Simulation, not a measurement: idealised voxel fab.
process module | voxel quadruple lines
cross-section cut | 200 nm wide | cells 5 nm
A cross-section is a grid of square cells, given in bands from the top down. A band is one or more rows of cells.
Each band's line starts with the height of the band's top and of its bottom, in nm. Then come its materials from left to right, each with its width in nm. One material with "throughout" fills the band from edge to edge. "air" is empty space.
Height 0 is the level under which the wafer as received is all one material. The lowest band goes on downwards, as in "0 down".
A width such as "30 to 40" changes by the same amount from each row of cells to the next, from the band's top row to its bottom row.
"no change" after a step means that no cell of the cross-section changed.
closed voids: empty space of 8 cells or more with no open way to the top, each as width x height at its distance from the left edge, in nm
after a step's settings: what the simulator itself notes on the step
overlay nm, on a step with a mask: how far to the right of its planned place the mask lay; to the left if negative
Each pair below shows a cross-section before one step and the cross-section after it, down to the lowest band that changed. The line under each pair gives the step between them, with its settings. The pairs can come from different runs of this module on the same starting wafer, so a pair continues from the pair above only where its "before" says so.
before
  0 down: Si throughout
  closed voids: none
after
  5 to 0: Al2O3 throughout
  below 0: unchanged
  closed voids: none
the step between: op CONFORMAL_DEP | material Al2O3 | thk nm 5
before: the cross-section after the pair above
after
  15 to 5: Ru throughout
  below 5: unchanged
  closed voids: none
the step between: op DIRECTIONAL_DEP | material Ru | thk nm 10
before: the cross-section after the pair above
after
  35 to 15: polySi throughout
  below 15: unchanged
  closed voids: none
the step between: op DIRECTIONAL_DEP | material polySi | thk nm 20
before: the cross-section after the pair above
after
  55 to 35: aC throughout
  below 35: unchanged
  closed voids: none
the step between: op DIRECTIONAL_DEP | material aC | thk nm 20
before: the cross-section after the pair above
after
  85 to 55: air 60 | resist 20 | air 40 | resist 20 | air 60
  below 55: unchanged
  closed voids: none
the step between: op PATTERN | tone cover | mask id MANDREL | material resist | width nm 20 | pitch nm 60 | thk nm 30 | overlay nm 0
before: the cross-section after the pair above
after
  65 to 55: air 60 | resist 20 | air 40 | resist 20 | air 60
  55 to 35: air 60 | aC 20 | air 40 | aC 20 | air 60
  below 35: unchanged
  closed voids: none
the step between: op DIRECTIONAL_ETCH | etch materials aC | depth nm 20
before: the cross-section after the pair above
after
  55 to 35: air 60 | aC 20 | air 40 | aC 20 | air 60
  below 35: unchanged
  closed voids: none
the step between: op STRIP | etch materials resist
before: the cross-section after the pair above
after
  65 to 55: air 50 | SiO2 40 | air 20 | SiO2 40 | air 50
  55 to 45: air 50 | SiO2 10 | aC 20 | SiO2 10 | air 20 | SiO2 10 | aC 20 | SiO2 10 | air 50
  45 to 35: SiO2 60 | aC 20 | SiO2 40 | aC 20 | SiO2 60
  below 35: unchanged
  closed voids: none
the step between: op CONFORMAL_DEP | material SiO2 | thk nm 10
before: the cross-section after the pair above
after
  55 to 35: air 50 | SiO2 10 | aC 20 | SiO2 10 | air 20 | SiO2 10 | aC 20 | SiO2 10 | air 50
  below 35: unchanged
  closed voids: none
the step between: op DIRECTIONAL_ETCH | etch materials SiO2 | depth nm 10
before: the cross-section after the pair above
after
  55 to 35: air 50 | SiO2 10 | air 20 | SiO2 10 | air 20 | SiO2 10 | air 20 | SiO2 10 | air 50
  below 35: unchanged
  closed voids: none
the step between: op STRIP | etch materials aC
before: the cross-section after the pair above
after
  55 to 35: air 50 | SiO2 10 | air 20 | SiO2 10 | air 20 | SiO2 10 | air 20 | SiO2 10 | air 50
  35 to 15: air 50 | polySi 10 | air 20 | polySi 10 | air 20 | polySi 10 | air 20 | polySi 10 | air 50
  below 15: unchanged
  closed voids: none
the step between: op DIRECTIONAL_ETCH | etch materials polySi | depth nm 20
before: the cross-section after the pair above
after
  35 to 15: air 50 | polySi 10 | air 20 | polySi 10 | air 20 | polySi 10 | air 20 | polySi 10 | air 50
  below 15: unchanged
  closed voids: none
the step between: op STRIP | etch materials SiO2
before: the cross-section after the pair above
after
  40 to 35: air 45 | SiN 20 | air 10 | SiN 20 | air 10 | SiN 20 | air 10 | SiN 20 | air 45
  35 to 20: air 45 | SiN 5 | polySi 10 | SiN 5 | air 10 | SiN 5 | polySi 10 | SiN 5 | air 10 | SiN 5 | polySi 10 | SiN 5 | air 10 | SiN 5 | polySi 10 | SiN 5 | air 45
  20 to 15: SiN 50 | polySi 10 | SiN 20 | polySi 10 | SiN 20 | polySi 10 | SiN 20 | polySi 10 | SiN 50
  below 15: unchanged
  closed voids: none
the step between: op CONFORMAL_DEP | material SiN | thk nm 5
before: the cross-section after the pair above
after
  35 to 15: air 45 | SiN 5 | polySi 10 | SiN 5 | air 10 | SiN 5 | polySi 10 | SiN 5 | air 10 | SiN 5 | polySi 10 | SiN 5 | air 10 | SiN 5 | polySi 10 | SiN 5 | air 45
  below 15: unchanged
  closed voids: none
the step between: op DIRECTIONAL_ETCH | etch materials SiN | depth nm 5
before: the cross-section after the pair above
after
  35 to 15: air 45 | SiN 5 | air 10 | SiN 5 | air 10 | SiN 5 | air 10 | SiN 5 | air 10 | SiN 5 | air 10 | SiN 5 | air 10 | SiN 5 | air 10 | SiN 5 | air 45
  below 15: unchanged
  closed voids: none
the step between: op STRIP | etch materials polySi
before: the cross-section after the pair above
after
  35 to 15: air 45 | SiN 5 | air 10 | SiN 5 | air 10 | SiN 5 | air 10 | SiN 5 | air 10 | SiN 5 | air 10 | SiN 5 | air 10 | SiN 5 | air 10 | SiN 5 | air 45
  15 to 5: air 45 | Ru 5 | air 10 | Ru 5 | air 10 | Ru 5 | air 10 | Ru 5 | air 10 | Ru 5 | air 10 | Ru 5 | air 10 | Ru 5 | air 10 | Ru 5 | air 45
  below 5: unchanged
  closed voids: none
the step between: op DIRECTIONAL_ETCH | etch materials Ru | depth nm 10
before: the cross-section after the pair above
after
  15 to 5: air 45 | Ru 5 | air 10 | Ru 5 | air 10 | Ru 5 | air 10 | Ru 5 | air 10 | Ru 5 | air 10 | Ru 5 | air 10 | Ru 5 | air 10 | Ru 5 | air 45
  below 5: unchanged
  closed voids: none
the step between: op STRIP | etch materials SiN
before: the cross-section after the pair above
after
  25 to 15: SiO2 throughout
  15 to 5: SiO2 45 | Ru 5 | SiO2 10 | Ru 5 | SiO2 10 | Ru 5 | SiO2 10 | Ru 5 | SiO2 10 | Ru 5 | SiO2 10 | Ru 5 | SiO2 10 | Ru 5 | SiO2 10 | Ru 5 | SiO2 45
  below 5: unchanged
  closed voids: none
the step between: op FILL_DEP | material SiO2 | thk nm 10
before: the cross-section after the pair above
after
  15 to 5: SiO2 45 | Ru 5 | SiO2 10 | Ru 5 | SiO2 10 | Ru 5 | SiO2 10 | Ru 5 | SiO2 10 | Ru 5 | SiO2 10 | Ru 5 | SiO2 10 | Ru 5 | SiO2 10 | Ru 5 | SiO2 45
  below 5: unchanged
  closed voids: none
the step between: op CMP | height nm 15
before
  0 down: Si throughout
  closed voids: none
after
  10 to 0: Ru throughout
  below 0: unchanged
  closed voids: none
the step between: op DIRECTIONAL_DEP | material Ru | thk nm 10
before: the cross-section after the pair above
after
  30 to 10: polySi throughout
  below 10: unchanged
  closed voids: none
the step between: op DIRECTIONAL_DEP | material polySi | thk nm 20
before: the cross-section after the pair above
after
  50 to 30: aC throughout
  below 30: unchanged
  closed voids: none
the step between: op DIRECTIONAL_DEP | material aC | thk nm 20
before: the cross-section after the pair above
after
  80 to 50: air 60 | resist 20 | air 40 | resist 20 | air 60
  below 50: unchanged
  closed voids: none
the step between: op PATTERN | tone cover | mask id MANDREL | material resist | width nm 20 | pitch nm 60 | thk nm 30 | overlay nm 0
before: the cross-section after the pair above
after
  60 to 50: air 60 | resist 20 | air 40 | resist 20 | air 60
  50 to 30: air 60 | aC 20 | air 40 | aC 20 | air 60
  below 30: unchanged
  closed voids: none
the step between: op DIRECTIONAL_ETCH | etch materials aC | depth nm 20
before: the cross-section after the pair above
after
  50 to 30: air 60 | aC 20 | air 40 | aC 20 | air 60
  below 30: unchanged
  closed voids: none
the step between: op STRIP | etch materials resist
before: the cross-section after the pair above
after
  60 to 50: air 50 | SiO2 40 | air 20 | SiO2 40 | air 50
  50 to 40: air 50 | SiO2 10 | aC 20 | SiO2 10 | air 20 | SiO2 10 | aC 20 | SiO2 10 | air 50
  40 to 30: SiO2 60 | aC 20 | SiO2 40 | aC 20 | SiO2 60
  below 30: unchanged
  closed voids: none
the step between: op CONFORMAL_DEP | material SiO2 | thk nm 10
before: the cross-section after the pair above
after
  50 to 30: air 50 | SiO2 10 | aC 20 | SiO2 10 | air 20 | SiO2 10 | aC 20 | SiO2 10 | air 50
  below 30: unchanged
  closed voids: none
the step between: op DIRECTIONAL_ETCH | etch materials SiO2 | depth nm 10
before: the cross-section after the pair above
after
  50 to 30: air 50 | SiO2 10 | air 20 | SiO2 10 | air 20 | SiO2 10 | air 20 | SiO2 10 | air 50
  below 30: unchanged
  closed voids: none
the step between: op STRIP | etch materials aC
before: the cross-section after the pair above
after
  50 to 30: air 50 | SiO2 10 | air 20 | SiO2 10 | air 20 | SiO2 10 | air 20 | SiO2 10 | air 50
  30 to 10: air 50 | polySi 10 | air 20 | polySi 10 | air 20 | polySi 10 | air 20 | polySi 10 | air 50
  below 10: unchanged
  closed voids: none
the step between: op DIRECTIONAL_ETCH | etch materials polySi | depth nm 20
before: the cross-section after the pair above
after
  30 to 10: air 50 | polySi 10 | air 20 | polySi 10 | air 20 | polySi 10 | air 20 | polySi 10 | air 50
  below 10: unchanged
  closed voids: none
the step between: op STRIP | etch materials SiO2
before: the cross-section after the pair above
after
  35 to 30: air 45 | SiN 20 | air 10 | SiN 20 | air 10 | SiN 20 | air 10 | SiN 20 | air 45
  30 to 15: air 45 | SiN 5 | polySi 10 | SiN 5 | air 10 | SiN 5 | polySi 10 | SiN 5 | air 10 | SiN 5 | polySi 10 | SiN 5 | air 10 | SiN 5 | polySi 10 | SiN 5 | air 45
  15 to 10: SiN 50 | polySi 10 | SiN 20 | polySi 10 | SiN 20 | polySi 10 | SiN 20 | polySi 10 | SiN 50
  below 10: unchanged
  closed voids: none
the step between: op CONFORMAL_DEP | material SiN | thk nm 5
before: the cross-section after the pair above
after
  30 to 10: air 45 | SiN 5 | polySi 10 | SiN 5 | air 10 | SiN 5 | polySi 10 | SiN 5 | air 10 | SiN 5 | polySi 10 | SiN 5 | air 10 | SiN 5 | polySi 10 | SiN 5 | air 45
  below 10: unchanged
  closed voids: none
the step between: op DIRECTIONAL_ETCH | etch materials SiN | depth nm 5
before: the cross-section after the pair above
after
  30 to 10: air 45 | SiN 5 | air 10 | SiN 5 | air 10 | SiN 5 | air 10 | SiN 5 | air 10 | SiN 5 | air 10 | SiN 5 | air 10 | SiN 5 | air 10 | SiN 5 | air 45
  below 10: unchanged
  closed voids: none
the step between: op STRIP | etch materials polySi
before: the cross-section after the pair above
after
  30 to 10: air 45 | SiN 5 | air 10 | SiN 5 | air 10 | SiN 5 | air 10 | SiN 5 | air 10 | SiN 5 | air 10 | SiN 5 | air 10 | SiN 5 | air 10 | SiN 5 | air 45
  10 to 0: air 45 | Ru 5 | air 10 | Ru 5 | air 10 | Ru 5 | air 10 | Ru 5 | air 10 | Ru 5 | air 10 | Ru 5 | air 10 | Ru 5 | air 10 | Ru 5 | air 45
  below 0: unchanged
  closed voids: none
the step between: op DIRECTIONAL_ETCH | etch materials Ru | depth nm 10
before: the cross-section after the pair above
after
  10 to 0: air 45 | Ru 5 | air 10 | Ru 5 | air 10 | Ru 5 | air 10 | Ru 5 | air 10 | Ru 5 | air 10 | Ru 5 | air 10 | Ru 5 | air 10 | Ru 5 | air 45
  below 0: unchanged
  closed voids: none
the step between: op STRIP | etch materials SiN
before: the cross-section after the pair above
after
  20 to 10: SiO2 throughout
  10 to 0: SiO2 45 | Ru 5 | SiO2 10 | Ru 5 | SiO2 10 | Ru 5 | SiO2 10 | Ru 5 | SiO2 10 | Ru 5 | SiO2 10 | Ru 5 | SiO2 10 | Ru 5 | SiO2 10 | Ru 5 | SiO2 45
  below 0: unchanged
  closed voids: none
the step between: op FILL_DEP | material SiO2 | thk nm 10
before: the cross-section after the pair above
after
  15 to 10: SiO2 throughout
  below 10: unchanged
  closed voids: none
the step between: op CMP | height nm 15
before
  5 to 0: Al2O3 throughout
  0 down: Si throughout
  closed voids: none
after
  25 to 5: polySi throughout
  below 5: unchanged
  closed voids: none
the step between: op DIRECTIONAL_DEP | material polySi | thk nm 20
before: the cross-section after the pair above
after
  35 to 25: Ru throughout
  below 25: unchanged
  closed voids: none
the step between: op DIRECTIONAL_DEP | material Ru | thk nm 10
before: the cross-section after the pair above
after
  55 to 35: aC throughout
  below 35: unchanged
  closed voids: none
the step between: op DIRECTIONAL_DEP | material aC | thk nm 20
before: the cross-section after the pair above
after
  85 to 55: air 60 | resist 20 | air 40 | resist 20 | air 60
  below 55: unchanged
  closed voids: none
the step between: op PATTERN | tone cover | mask id MANDREL | material resist | width nm 20 | pitch nm 60 | thk nm 30 | overlay nm 0
before: the cross-section after the pair above
after
  65 to 55: air 60 | resist 20 | air 40 | resist 20 | air 60
  55 to 35: air 60 | aC 20 | air 40 | aC 20 | air 60
  below 35: unchanged
  closed voids: none
the step between: op DIRECTIONAL_ETCH | etch materials aC | depth nm 20
before: the cross-section after the pair above
after
  55 to 35: air 60 | aC 20 | air 40 | aC 20 | air 60
  below 35: unchanged
  closed voids: none
the step between: op STRIP | etch materials resist
before: the cross-section after the pair above
after
  65 to 55: air 50 | SiO2 40 | air 20 | SiO2 40 | air 50
  55 to 45: air 50 | SiO2 10 | aC 20 | SiO2 10 | air 20 | SiO2 10 | aC 20 | SiO2 10 | air 50
  45 to 35: SiO2 60 | aC 20 | SiO2 40 | aC 20 | SiO2 60
  below 35: unchanged
  closed voids: none
the step between: op CONFORMAL_DEP | material SiO2 | thk nm 10
before: the cross-section after the pair above
after
  55 to 35: air 50 | SiO2 10 | aC 20 | SiO2 10 | air 20 | SiO2 10 | aC 20 | SiO2 10 | air 50
  below 35: unchanged
  closed voids: none
the step between: op DIRECTIONAL_ETCH | etch materials SiO2 | depth nm 10
before: the cross-section after the pair above
after
  55 to 35: air 50 | SiO2 10 | air 20 | SiO2 10 | air 20 | SiO2 10 | air 20 | SiO2 10 | air 50
  below 35: unchanged
  closed voids: none
the step between: op STRIP | etch materials aC
before: the cross-section after the pair above
after
  35 to 25: Ru throughout
  below 25: unchanged
  closed voids: none
the step between: op STRIP | etch materials SiO2
before: the cross-section after the pair above
after
  40 to 35: SiN throughout
  below 35: unchanged
  closed voids: none
the step between: op CONFORMAL_DEP | material SiN | thk nm 5
before: the cross-section after the pair above
after
  35 to 25: Ru throughout
  below 25: unchanged
  closed voids: none
the step between: op DIRECTIONAL_ETCH | etch materials SiN | depth nm 5
before: the cross-section after the pair above
after
  25 to 5: polySi throughout
  below 5: unchanged
  closed voids: none
the step between: op DIRECTIONAL_ETCH | etch materials Ru | depth nm 10
before: the cross-section after the pair above
after
  35 to 25: SiO2 throughout
  below 25: unchanged
  closed voids: none
the step between: op FILL_DEP | material SiO2 | thk nm 10
before: the cross-section after the pair above
after
  15 to 5: polySi throughout
  below 5: unchanged
  closed voids: none
the step between: op CMP | height nm 15
before
  25 to 15: SiO2 throughout
  15 to 5: SiO2 45 | Ru 5 | SiO2 10 | Ru 5 | SiO2 10 | Ru 5 | SiO2 10 | Ru 5 | SiO2 10 | Ru 5 | SiO2 10 | Ru 5 | SiO2 10 | Ru 5 | SiO2 10 | Ru 5 | SiO2 45
  5 to 0: Al2O3 throughout
  0 down: Si throughout
  closed voids: none
after
  20 to 15: SiO2 throughout
  below 15: unchanged
  closed voids: none
the step between: op CMP | height nm 20
before
  55 to 35: aC throughout
  35 to 15: polySi throughout
  15 to 5: Ru throughout
  5 to 0: Al2O3 throughout
  0 down: Si throughout
  closed voids: none
after
  85 to 55: air 55 | resist 30 | air 30 | resist 30 | air 55
  below 55: unchanged
  closed voids: none
the step between: op PATTERN | tone cover | mask id MANDREL | material resist | width nm 30 | pitch nm 60 | thk nm 30 | overlay nm 0
before: the cross-section after the pair above
after
  65 to 55: air 55 | resist 30 | air 30 | resist 30 | air 55
  55 to 35: air 55 | aC 30 | air 30 | aC 30 | air 55
  below 35: unchanged
  closed voids: none
the step between: op DIRECTIONAL_ETCH | etch materials aC | depth nm 20
before: the cross-section after the pair above
after
  55 to 35: air 55 | aC 30 | air 30 | aC 30 | air 55
  below 35: unchanged
  closed voids: none
the step between: op STRIP | etch materials resist
before: the cross-section after the pair above
after
  65 to 55: air 45 | SiO2 50 | air 10 | SiO2 50 | air 45
  55 to 45: air 45 | SiO2 10 | aC 30 | SiO2 10 | air 10 | SiO2 10 | aC 30 | SiO2 10 | air 45
  45 to 35: SiO2 55 | aC 30 | SiO2 30 | aC 30 | SiO2 55
  below 35: unchanged
  closed voids: none
the step between: op CONFORMAL_DEP | material SiO2 | thk nm 10
before: the cross-section after the pair above
after
  55 to 35: air 45 | SiO2 10 | aC 30 | SiO2 10 | air 10 | SiO2 10 | aC 30 | SiO2 10 | air 45
  below 35: unchanged
  closed voids: none
the step between: op DIRECTIONAL_ETCH | etch materials SiO2 | depth nm 10
before: the cross-section after the pair above
after
  55 to 35: air 45 | SiO2 10 | air 30 | SiO2 10 | air 10 | SiO2 10 | air 30 | SiO2 10 | air 45
  below 35: unchanged
  closed voids: none
the step between: op STRIP | etch materials aC
before: the cross-section after the pair above
after
  55 to 35: air 45 | SiO2 10 | air 30 | SiO2 10 | air 10 | SiO2 10 | air 30 | SiO2 10 | air 45
  35 to 15: air 45 | polySi 10 | air 30 | polySi 10 | air 10 | polySi 10 | air 30 | polySi 10 | air 45
  below 15: unchanged
  closed voids: none
the step between: op DIRECTIONAL_ETCH | etch materials polySi | depth nm 20
before: the cross-section after the pair above
after
  35 to 15: air 45 | polySi 10 | air 30 | polySi 10 | air 10 | polySi 10 | air 30 | polySi 10 | air 45
  below 15: unchanged
  closed voids: none
the step between: op STRIP | etch materials SiO2
before: the cross-section after the pair above
after
  40 to 35: air 40 | SiN 20 | air 20 | SiN 40 | air 20 | SiN 20 | air 40
  35 to 20: air 40 | SiN 5 | polySi 10 | SiN 5 | air 20 | SiN 5 | polySi 10 | SiN 10 | polySi 10 | SiN 5 | air 20 | SiN 5 | polySi 10 | SiN 5 | air 40
  20 to 15: SiN 45 | polySi 10 | SiN 30 | polySi 10 | SiN 10 | polySi 10 | SiN 30 | polySi 10 | SiN 45
  below 15: unchanged
  closed voids: none
the step between: op CONFORMAL_DEP | material SiN | thk nm 5
before: the cross-section after the pair above
after
  35 to 15: air 40 | SiN 5 | polySi 10 | SiN 5 | air 20 | SiN 5 | polySi 10 | SiN 10 | polySi 10 | SiN 5 | air 20 | SiN 5 | polySi 10 | SiN 5 | air 40
  below 15: unchanged
  closed voids: none
the step between: op DIRECTIONAL_ETCH | etch materials SiN | depth nm 5
before: the cross-section after the pair above
after
  35 to 15: air 40 | SiN 5 | air 10 | SiN 5 | air 20 | SiN 5 | air 10 | SiN 10 | air 10 | SiN 5 | air 20 | SiN 5 | air 10 | SiN 5 | air 40
  below 15: unchanged
  closed voids: none
the step between: op STRIP | etch materials polySi
before: the cross-section after the pair above
after
  35 to 15: air 40 | SiN 5 | air 10 | SiN 5 | air 20 | SiN 5 | air 10 | SiN 10 | air 10 | SiN 5 | air 20 | SiN 5 | air 10 | SiN 5 | air 40
  15 to 5: air 40 | Ru 5 | air 10 | Ru 5 | air 20 | Ru 5 | air 10 | Ru 10 | air 10 | Ru 5 | air 20 | Ru 5 | air 10 | Ru 5 | air 40
  below 5: unchanged
  closed voids: none
the step between: op DIRECTIONAL_ETCH | etch materials Ru | depth nm 10
before: the cross-section after the pair above
after
  15 to 5: air 40 | Ru 5 | air 10 | Ru 5 | air 20 | Ru 5 | air 10 | Ru 10 | air 10 | Ru 5 | air 20 | Ru 5 | air 10 | Ru 5 | air 40
  below 5: unchanged
  closed voids: none
the step between: op STRIP | etch materials SiN
before: the cross-section after the pair above
after
  25 to 15: SiO2 throughout
  15 to 5: SiO2 40 | Ru 5 | SiO2 10 | Ru 5 | SiO2 20 | Ru 5 | SiO2 10 | Ru 10 | SiO2 10 | Ru 5 | SiO2 20 | Ru 5 | SiO2 10 | Ru 5 | SiO2 40
  below 5: unchanged
  closed voids: none
the step between: op FILL_DEP | material SiO2 | thk nm 10
before: the cross-section after the pair above
after
  15 to 5: SiO2 40 | Ru 5 | SiO2 10 | Ru 5 | SiO2 20 | Ru 5 | SiO2 10 | Ru 10 | SiO2 10 | Ru 5 | SiO2 20 | Ru 5 | SiO2 10 | Ru 5 | SiO2 40
  below 5: unchanged
  closed voids: none
the step between: op CMP | height nm 15
before
  55 to 35: aC throughout
  35 to 15: polySi throughout
  15 to 5: Ru throughout
  5 to 0: Al2O3 throughout
  0 down: Si throughout
  closed voids: none
after
  85 to 55: air 70 | resist 20 | air 40 | resist 20 | air 50
  below 55: unchanged
  closed voids: none
the step between: op PATTERN | tone cover | mask id MANDREL | material resist | width nm 20 | pitch nm 60 | thk nm 30 | overlay nm 10
before: the cross-section after the pair above
after
  65 to 55: air 70 | resist 20 | air 40 | resist 20 | air 50
  55 to 35: air 70 | aC 20 | air 40 | aC 20 | air 50
  below 35: unchanged
  closed voids: none
the step between: op DIRECTIONAL_ETCH | etch materials aC | depth nm 20
before: the cross-section after the pair above
after
  55 to 35: air 70 | aC 20 | air 40 | aC 20 | air 50
  below 35: unchanged
  closed voids: none
the step between: op STRIP | etch materials resist
before: the cross-section after the pair above
after
  65 to 55: air 60 | SiO2 40 | air 20 | SiO2 40 | air 40
  55 to 45: air 60 | SiO2 10 | aC 20 | SiO2 10 | air 20 | SiO2 10 | aC 20 | SiO2 10 | air 40
  45 to 35: SiO2 70 | aC 20 | SiO2 40 | aC 20 | SiO2 50
  below 35: unchanged
  closed voids: none
the step between: op CONFORMAL_DEP | material SiO2 | thk nm 10
before: the cross-section after the pair above
after
  55 to 35: air 60 | SiO2 10 | aC 20 | SiO2 10 | air 20 | SiO2 10 | aC 20 | SiO2 10 | air 40
  below 35: unchanged
  closed voids: none
the step between: op DIRECTIONAL_ETCH | etch materials SiO2 | depth nm 10
before: the cross-section after the pair above
after
  55 to 35: air 60 | SiO2 10 | air 20 | SiO2 10 | air 20 | SiO2 10 | air 20 | SiO2 10 | air 40
  below 35: unchanged
  closed voids: none
the step between: op STRIP | etch materials aC
before: the cross-section after the pair above
after
  55 to 35: air 60 | SiO2 10 | air 20 | SiO2 10 | air 20 | SiO2 10 | air 20 | SiO2 10 | air 40
  35 to 15: air 60 | polySi 10 | air 20 | polySi 10 | air 20 | polySi 10 | air 20 | polySi 10 | air 40
  below 15: unchanged
  closed voids: none
the step between: op DIRECTIONAL_ETCH | etch materials polySi | depth nm 20
before: the cross-section after the pair above
after
  35 to 15: air 60 | polySi 10 | air 20 | polySi 10 | air 20 | polySi 10 | air 20 | polySi 10 | air 40
  below 15: unchanged
  closed voids: none
the step between: op STRIP | etch materials SiO2
before: the cross-section after the pair above
after
  40 to 35: air 55 | SiN 20 | air 10 | SiN 20 | air 10 | SiN 20 | air 10 | SiN 20 | air 35
  35 to 20: air 55 | SiN 5 | polySi 10 | SiN 5 | air 10 | SiN 5 | polySi 10 | SiN 5 | air 10 | SiN 5 | polySi 10 | SiN 5 | air 10 | SiN 5 | polySi 10 | SiN 5 | air 35
  20 to 15: SiN 60 | polySi 10 | SiN 20 | polySi 10 | SiN 20 | polySi 10 | SiN 20 | polySi 10 | SiN 40
  below 15: unchanged
  closed voids: none
the step between: op CONFORMAL_DEP | material SiN | thk nm 5
before: the cross-section after the pair above
after
  35 to 15: air 55 | SiN 5 | polySi 10 | SiN 5 | air 10 | SiN 5 | polySi 10 | SiN 5 | air 10 | SiN 5 | polySi 10 | SiN 5 | air 10 | SiN 5 | polySi 10 | SiN 5 | air 35
  below 15: unchanged
  closed voids: none
the step between: op DIRECTIONAL_ETCH | etch materials SiN | depth nm 5
before: the cross-section after the pair above
after
  35 to 15: air 55 | SiN 5 | air 10 | SiN 5 | air 10 | SiN 5 | air 10 | SiN 5 | air 10 | SiN 5 | air 10 | SiN 5 | air 10 | SiN 5 | air 10 | SiN 5 | air 35
  below 15: unchanged
  closed voids: none
the step between: op STRIP | etch materials polySi
before: the cross-section after the pair above
after
  35 to 15: air 55 | SiN 5 | air 10 | SiN 5 | air 10 | SiN 5 | air 10 | SiN 5 | air 10 | SiN 5 | air 10 | SiN 5 | air 10 | SiN 5 | air 10 | SiN 5 | air 35
  15 to 5: air 55 | Ru 5 | air 10 | Ru 5 | air 10 | Ru 5 | air 10 | Ru 5 | air 10 | Ru 5 | air 10 | Ru 5 | air 10 | Ru 5 | air 10 | Ru 5 | air 35
  below 5: unchanged
  closed voids: none
the step between: op DIRECTIONAL_ETCH | etch materials Ru | depth nm 10
before: the cross-section after the pair above
after
  15 to 5: air 55 | Ru 5 | air 10 | Ru 5 | air 10 | Ru 5 | air 10 | Ru 5 | air 10 | Ru 5 | air 10 | Ru 5 | air 10 | Ru 5 | air 10 | Ru 5 | air 35
  below 5: unchanged
  closed voids: none
the step between: op STRIP | etch materials SiN
before: the cross-section after the pair above
after
  25 to 15: SiO2 throughout
  15 to 5: SiO2 55 | Ru 5 | SiO2 10 | Ru 5 | SiO2 10 | Ru 5 | SiO2 10 | Ru 5 | SiO2 10 | Ru 5 | SiO2 10 | Ru 5 | SiO2 10 | Ru 5 | SiO2 10 | Ru 5 | SiO2 35
  below 5: unchanged
  closed voids: none
the step between: op FILL_DEP | material SiO2 | thk nm 10
before: the cross-section after the pair above
after
  15 to 5: SiO2 55 | Ru 5 | SiO2 10 | Ru 5 | SiO2 10 | Ru 5 | SiO2 10 | Ru 5 | SiO2 10 | Ru 5 | SiO2 10 | Ru 5 | SiO2 10 | Ru 5 | SiO2 10 | Ru 5 | SiO2 35
  below 5: unchanged
  closed voids: none
the step between: op CMP | height nm 15
before
  15 to 5: air 45 | Ru 5 | air 10 | Ru 5 | air 10 | Ru 5 | air 10 | Ru 5 | air 10 | Ru 5 | air 10 | Ru 5 | air 10 | Ru 5 | air 10 | Ru 5 | air 45
  5 to 0: Al2O3 throughout
  0 down: Si throughout
  closed voids: none
after
  25 to 15: polySi throughout
  15 to 5: polySi 45 | Ru 5 | polySi 10 | Ru 5 | polySi 10 | Ru 5 | polySi 10 | Ru 5 | polySi 10 | Ru 5 | polySi 10 | Ru 5 | polySi 10 | Ru 5 | polySi 10 | Ru 5 | polySi 45
  below 5: unchanged
  closed voids: none
the step between: op FILL_DEP | material polySi | thk nm 10
before: the cross-section after the pair above
after
  15 to 5: polySi 45 | Ru 5 | polySi 10 | Ru 5 | polySi 10 | Ru 5 | polySi 10 | Ru 5 | polySi 10 | Ru 5 | polySi 10 | Ru 5 | polySi 10 | Ru 5 | polySi 10 | Ru 5 | polySi 45
  below 5: unchanged
  closed voids: none
the step between: op CMP | height nm 15
before
  55 to 35: aC throughout
  35 to 15: polySi throughout
  15 to 5: Ru throughout
  5 to 0: Al2O3 throughout
  0 down: Si throughout
  closed voids: none
after
  85 to 55: resist 60 | air 20 | resist 40 | air 20 | resist 60
  below 55: unchanged
  closed voids: none
the step between: op PATTERN | tone open | mask id MANDREL | material resist | width nm 20 | pitch nm 60 | thk nm 30 | overlay nm 0
before: the cross-section after the pair above
after
  65 to 55: resist 60 | air 20 | resist 40 | air 20 | resist 60
  55 to 35: aC 60 | air 20 | aC 40 | air 20 | aC 60
  below 35: unchanged
  closed voids: none
the step between: op DIRECTIONAL_ETCH | etch materials aC | depth nm 20
before: the cross-section after the pair above
after
  55 to 35: aC 60 | air 20 | aC 40 | air 20 | aC 60
  below 35: unchanged
  closed voids: none
the step between: op STRIP | etch materials resist
before: the cross-section after the pair above
after
  65 to 55: SiO2 throughout
  55 to 35: aC 60 | SiO2 20 | aC 40 | SiO2 20 | aC 60
  below 35: unchanged
  closed voids: none
the step between: op CONFORMAL_DEP | material SiO2 | thk nm 10
before: the cross-section after the pair above
after
  55 to 35: aC 60 | SiO2 20 | aC 40 | SiO2 20 | aC 60
  below 35: unchanged
  closed voids: none
the step between: op DIRECTIONAL_ETCH | etch materials SiO2 | depth nm 10
before: the cross-section after the pair above
after
  55 to 35: air 60 | SiO2 20 | air 40 | SiO2 20 | air 60
  below 35: unchanged
  closed voids: none
the step between: op STRIP | etch materials aC
before: the cross-section after the pair above
after
  55 to 35: air 60 | SiO2 20 | air 40 | SiO2 20 | air 60
  35 to 15: air 60 | polySi 20 | air 40 | polySi 20 | air 60
  below 15: unchanged
  closed voids: none
the step between: op DIRECTIONAL_ETCH | etch materials polySi | depth nm 20
before: the cross-section after the pair above
after
  35 to 15: air 60 | polySi 20 | air 40 | polySi 20 | air 60
  below 15: unchanged
  closed voids: none
the step between: op STRIP | etch materials SiO2
before: the cross-section after the pair above
after
  40 to 35: air 55 | SiN 30 | air 30 | SiN 30 | air 55
  35 to 20: air 55 | SiN 5 | polySi 20 | SiN 5 | air 30 | SiN 5 | polySi 20 | SiN 5 | air 55
  20 to 15: SiN 60 | polySi 20 | SiN 40 | polySi 20 | SiN 60
  below 15: unchanged
  closed voids: none
the step between: op CONFORMAL_DEP | material SiN | thk nm 5
before: the cross-section after the pair above
after
  35 to 15: air 55 | SiN 5 | polySi 20 | SiN 5 | air 30 | SiN 5 | polySi 20 | SiN 5 | air 55
  below 15: unchanged
  closed voids: none
the step between: op DIRECTIONAL_ETCH | etch materials SiN | depth nm 5
before: the cross-section after the pair above
after
  35 to 15: air 55 | SiN 5 | air 20 | SiN 5 | air 30 | SiN 5 | air 20 | SiN 5 | air 55
  below 15: unchanged
  closed voids: none
the step between: op STRIP | etch materials polySi
before: the cross-section after the pair above
after
  35 to 15: air 55 | SiN 5 | air 20 | SiN 5 | air 30 | SiN 5 | air 20 | SiN 5 | air 55
  15 to 5: air 55 | Ru 5 | air 20 | Ru 5 | air 30 | Ru 5 | air 20 | Ru 5 | air 55
  below 5: unchanged
  closed voids: none
the step between: op DIRECTIONAL_ETCH | etch materials Ru | depth nm 10
before: the cross-section after the pair above
after
  15 to 5: air 55 | Ru 5 | air 20 | Ru 5 | air 30 | Ru 5 | air 20 | Ru 5 | air 55
  below 5: unchanged
  closed voids: none
the step between: op STRIP | etch materials SiN
